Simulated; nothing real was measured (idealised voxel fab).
Proc. module: voxel self aligned vias
The cross-section on display is named cut; it measures 275 nm wide, and its cells are 5 nm squares.
Bands, listed from the top down, are how a cross-section gets written in this document; the cross-section itself is a grid of square cells, and a band is one or more rows of them.
In this notation a band is specified by the heights of its top and bottom, in that order and in nm, after which its materials appear from left to right, each paired with its width in nm. The word "everywhere" attached to a single material means that material fills the band from edge to edge; the word "air" stands for empty space.
Heights are measured from 0, the level below which the as-received wafer is all one material; the lowest band has no bottom and continues downward, written as in "top 0, no bottom".
Quick explanation for "30 to 40": the width changes in equal steps down the rows of cells, from the first number in the band's top row to the second number in its bottom row.
It should be understood that the words "no alterations made", when stated for a given step, signify that the cross-section underwent no change in any of its cells during that step.
"Closed internal cavities" - sealed voids, min. 8 cells, no opening to top; format: width x height at distance (distance from left edge; nm throughout).
Step line, after settings: the simulator's comment on this step.
overlay nm: for a step with a mask, the amount by which the mask lay right of where it was planned; a negative amount means left of it.

Planned step list for the process
1: RECEIVE, material Si
2: CONFORMAL_DEP, material SiO2, thk nm 15
3: CONFORMAL_DEP, material SiCN, thk nm 5
4: DIRECTIONAL_DEP, material SiO2, thk nm 30
5: DIRECTIONAL_DEP, material aC, thk nm 15
6: PATTERN, tone open, mask id LINES, material resist, width nm 20, pitch nm 65, thk nm 35, overlay nm 0
7: DIRECTIONAL_ETCH, etch materials aC, depth nm 15
8: STRIP, etch materials resist
9: DIRECTIONAL_ETCH, etch materials SiO2, depth nm 30
10: STRIP, etch materials aC
11: CONFORMAL_DEP, material TiN, thk nm 5
12: FILL_DEP, material W, thk nm 5
13: CMP, height nm 50
14: SELECTIVE_ETCH, etch materials W Ru TiN, depth nm 5
15: FILL_DEP, material SiN, thk nm 10
16: CMP, height nm 50
17: DIRECTIONAL_DEP, material SiO2, thk nm 15
18: DIRECTIONAL_DEP, material aC, thk nm 15
19: PATTERN, tone open, mask id VIAS, material resist, width nm 40, pitch nm 130, thk nm 35, overlay nm 0
20: DIRECTIONAL_ETCH, etch materials aC, depth nm 15
21: STRIP, etch materials resist
22: DIRECTIONAL_ETCH, etch materials SiO2, depth nm 15
23: DIRECTIONAL_ETCH, etch materials SiN, depth nm 5
24: STRIP, etch materials aC
25: CONFORMAL_DEP, material TiN, thk nm 5
26: FILL_DEP, material Cu, thk nm 5
27: CMP, height nm 65
28: CONFORMAL_DEP, material SiCN, thk nm 5

Delivered wafer in cross-section: state after step 1
> top 0, no bottom = Si everywhere
> Closed internal cavities: none

The following cross-section depicts the wafer upon conclusion of the module. Processing commenced from the starting condition illustrated above and adhered to the plan illustrated above, save for one mistake in execution
> top 70, bottom 65 = SiCN everywhere
> top 65, bottom 55 = SiO2=55 | TiN=5 | Cu=20 | TiN=5 | SiO2=100 | TiN=5 | Cu=20 | TiN=5 | SiO2=60
> top 55, bottom 50 = SiO2=55 | TiN=10 | Cu=10 | TiN=10 | SiO2=100 | TiN=10 | Cu=10 | TiN=10 | SiO2=60
> top 50, bottom 45 = SiO2=60 | TiN=20 | SiO2=45 | SiN=20 | SiO2=45 | TiN=20 | SiO2=65
> top 45, bottom 25 = SiO2=60 | TiN=5 | W=10 | TiN=5 | SiO2=45 | TiN=5 | W=10 | TiN=5 | SiO2=45 | TiN=5 | W=10 | TiN=5 | SiO2=65
> top 25, bottom 20 = SiO2=60 | TiN=20 | SiO2=45 | TiN=20 | SiO2=45 | TiN=20 | SiO2=65
> top 20, bottom 15 = SiCN everywhere
> top 15, bottom 0 = SiO2 everywhere
> top 0, no bottom = Si everywhere
> Closed internal cavities: none
Want to know what went wrong? step 19 was run on a setting that differed from the plan, and what really ran there is PATTERN, tone open, mask id VIAS, material resist, width nm 30, pitch nm 130, thk nm 35, overlay nm 0
